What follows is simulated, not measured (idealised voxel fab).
Process module, titled voxel trench capacitor
This is section cut - it's 255 nm across, gridded in 5 nm square cells.
Think of the cross-section as a grid of square cells. We describe it in bands, top to bottom, and each band covers one or more rows of those cells. For a band, the entry starts with two heights in nm, that of the top and then that of the bottom, and carries on with the band's materials in order from left to right, each alongside its width in nm; the word "all across" beside a single material means it fills the band edge to edge, and "empty" means empty space. Beneath 0, the wafer as received is one material, and that level is where height counting begins. The lowest band goes on downward without a bottom; it is written like "0 and below". Width "30..40": first value at the band's top row of cells, second value at its bottom row, equal change from row to row. For the purposes of this document, the phrase "remained unchanged" attached to a step denotes that no cell within the cross-section was modified by that step. "Sealed void list": sealed empty spaces, 8 cells or more, no open way to top, listed width x height at distance, with distance from the left edge and width, height and distance in nm. Formally, on a step line, whatever follows the settings is a remark that the simulator itself makes on the step. overlay nm: for a step with a mask, the amount by which the mask lay right of where it was planned; a negative amount means left of it.
Process steps - plan:
1: RECEIVE, material Si
2: CONFORMAL_DEP, material SiN, thk nm 5
3: PATTERN, tone open, mask id TRENCH, material resist, width nm 25, pitch nm 40, thk nm 20, overlay nm 0
4: DIRECTIONAL_ETCH, etch materials SiN, depth nm 5
5: DIRECTIONAL_ETCH, etch materials Si, depth nm 30
6: STRIP, etch materials resist
7: CONFORMAL_DEP, material HfO2, thk nm 5
8: CONFORMAL_DEP, material TiN, thk nm 5
9: FILL_DEP, material W, thk nm 5
10: CMP, height nm 5
The first wafer of two, processed as planned:
Cross-sectional view of the wafer in its as-received condition, corresponding to the state after step 1:
  0 and below  Si all across
  Sealed void list: none
Cross-section through the wafer, step 2 finished:
  5 down to 0  SiN all across
  Heights below 0 show no change.
Cross-section through the wafer, step 3 finished:
  25 down to 5  95 of resist | 25 of empty | 15 of resist | 25 of empty | 95 of resist
  Heights below 5 show no change.
Cross-section through the wafer, step 4 finished:
  25 down to 5  95 of resist | 25 of empty | 15 of resist | 25 of empty | 95 of resist
  5 down to 0  95 of SiN | 25 of empty | 15 of SiN | 25 of empty | 95 of SiN
  Heights below 0 show no change.
Cross-section through the wafer, step 5 finished:
  25 down to 5  95 of resist | 25 of empty | 15 of resist | 25 of empty | 95 of resist
  5 down to 0  95 of SiN | 25 of empty | 15 of SiN | 25 of empty | 95 of SiN
  0 down to -30  95 of Si | 25 of empty | 15 of Si | 25 of empty | 95 of Si
  Heights below -30 show no change.
Cross-section through the wafer, step 6 finished:
  5 down to 0  95 of SiN | 25 of empty | 15 of SiN | 25 of empty | 95 of SiN
  Heights below 0 show no change.
Cross-section through the wafer, step 7 finished:
  10 down to 5  100 of HfO2 | 15 of empty | 25 of HfO2 | 15 of empty | 100 of HfO2
  5 down to 0  95 of SiN | 5 of HfO2 | 15 of empty | 5 of HfO2 | 15 of SiN | 5 of HfO2 | 15 of empty | 5 of HfO2 | 95 of SiN
  0 down to -25  95 of Si | 5 of HfO2 | 15 of empty | 5 of HfO2 | 15 of Si | 5 of HfO2 | 15 of empty | 5 of HfO2 | 95 of Si
  -25 down to -30  95 of Si | 25 of HfO2 | 15 of Si | 25 of HfO2 | 95 of Si
  Heights below -30 show no change.
Cross-section through the wafer, step 8 finished:
  15 down to 10  105 of TiN | 5 of empty | 35 of TiN | 5 of empty | 105 of TiN
  10 down to 5  100 of HfO2 | 5 of TiN | 5 of empty | 5 of TiN | 25 of HfO2 | 5 of TiN | 5 of empty | 5 of TiN | 100 of HfO2
  5 down to 0  95 of SiN | 5 of HfO2 | 5 of TiN | 5 of empty | 5 of TiN | 5 of HfO2 | 15 of SiN | 5 of HfO2 | 5 of TiN | 5 of empty | 5 of TiN | 5 of HfO2 | 95 of SiN
  0 down to -20  95 of Si | 5 of HfO2 | 5 of TiN | 5 of empty | 5 of TiN | 5 of HfO2 | 15 of Si | 5 of HfO2 | 5 of TiN | 5 of empty | 5 of TiN | 5 of HfO2 | 95 of Si
  -20 down to -25  95 of Si | 5 of HfO2 | 15 of TiN | 5 of HfO2 | 15 of Si | 5 of HfO2 | 15 of TiN | 5 of HfO2 | 95 of Si
  Heights below -25 show no change.
Cross-section through the wafer, step 9 finished:
  20 down to 15  W all across
  15 down to 10  105 of TiN | 5 of W | 35 of TiN | 5 of W | 105 of TiN
  10 down to 5  100 of HfO2 | 5 of TiN | 5 of W | 5 of TiN | 25 of HfO2 | 5 of TiN | 5 of W | 5 of TiN | 100 of HfO2
  5 down to 0  95 of SiN | 5 of HfO2 | 5 of TiN | 5 of W | 5 of TiN | 5 of HfO2 | 15 of SiN | 5 of HfO2 | 5 of TiN | 5 of W | 5 of TiN | 5 of HfO2 | 95 of SiN
  0 down to -20  95 of Si | 5 of HfO2 | 5 of TiN | 5 of W | 5 of TiN | 5 of HfO2 | 15 of Si | 5 of HfO2 | 5 of TiN | 5 of W | 5 of TiN | 5 of HfO2 | 95 of Si
  Heights below -20 show no change.
Cross-section through the wafer, step 10 finished:
  5 down to 0  95 of SiN | 5 of HfO2 | 5 of TiN | 5 of W | 5 of TiN | 5 of HfO2 | 15 of SiN | 5 of HfO2 | 5 of TiN | 5 of W | 5 of TiN | 5 of HfO2 | 95 of SiN
  Heights below 0 show no change.
Wafer two: like wafer one in start and plan, but with one mistake in execution; identical up to and including step 6:
when step 7 should have ended:
  10 down to 0  100 of SiN | 15 of empty | 25 of SiN | 15 of empty | 100 of SiN
  0 down to -25  95 of Si | 5 of SiN | 15 of empty | 5 of SiN | 15 of Si | 5 of SiN | 15 of empty | 5 of SiN | 95 of Si
  -25 down to -30  95 of Si | 25 of SiN | 15 of Si | 25 of SiN | 95 of Si
  Heights below -30 show no change.
when step 8 should have ended:
  15 down to 10  105 of TiN | 5 of empty | 35 of TiN | 5 of empty | 105 of TiN
  10 down to 0  100 of SiN | 5 of TiN | 5 of empty | 5 of TiN | 25 of SiN | 5 of TiN | 5 of empty | 5 of TiN | 100 of SiN
  0 down to -20  95 of Si | 5 of SiN | 5 of TiN | 5 of empty | 5 of TiN | 5 of SiN | 15 of Si | 5 of SiN | 5 of TiN | 5 of empty | 5 of TiN | 5 of SiN | 95 of Si
  -20 down to -25  95 of Si | 5 of SiN | 15 of TiN | 5 of SiN | 15 of Si | 5 of SiN | 15 of TiN | 5 of SiN | 95 of Si
  Heights below -25 show no change.
when step 9 should have ended:
  20 down to 15  W all across
  15 down to 10  105 of TiN | 5 of W | 35 of TiN | 5 of W | 105 of TiN
  10 down to 0  100 of SiN | 5 of TiN | 5 of W | 5 of TiN | 25 of SiN | 5 of TiN | 5 of W | 5 of TiN | 100 of SiN
  0 down to -20  95 of Si | 5 of SiN | 5 of TiN | 5 of W | 5 of TiN | 5 of SiN | 15 of Si | 5 of SiN | 5 of TiN | 5 of W | 5 of TiN | 5 of SiN | 95 of Si
  Heights below -20 show no change.
when step 10 should have ended:
  5 down to 0  100 of SiN | 5 of TiN | 5 of W | 5 of TiN | 25 of SiN | 5 of TiN | 5 of W | 5 of TiN | 100 of SiN
  Heights below 0 show no change.
Deviation from plan: for step 7, the planned setting was not used; the step was instead run as CONFORMAL_DEP, material SiN, thk nm 5
End check, counted in cells, second wafer has more or fewer of these materials than the first: -34 HfO2, +34 SiN
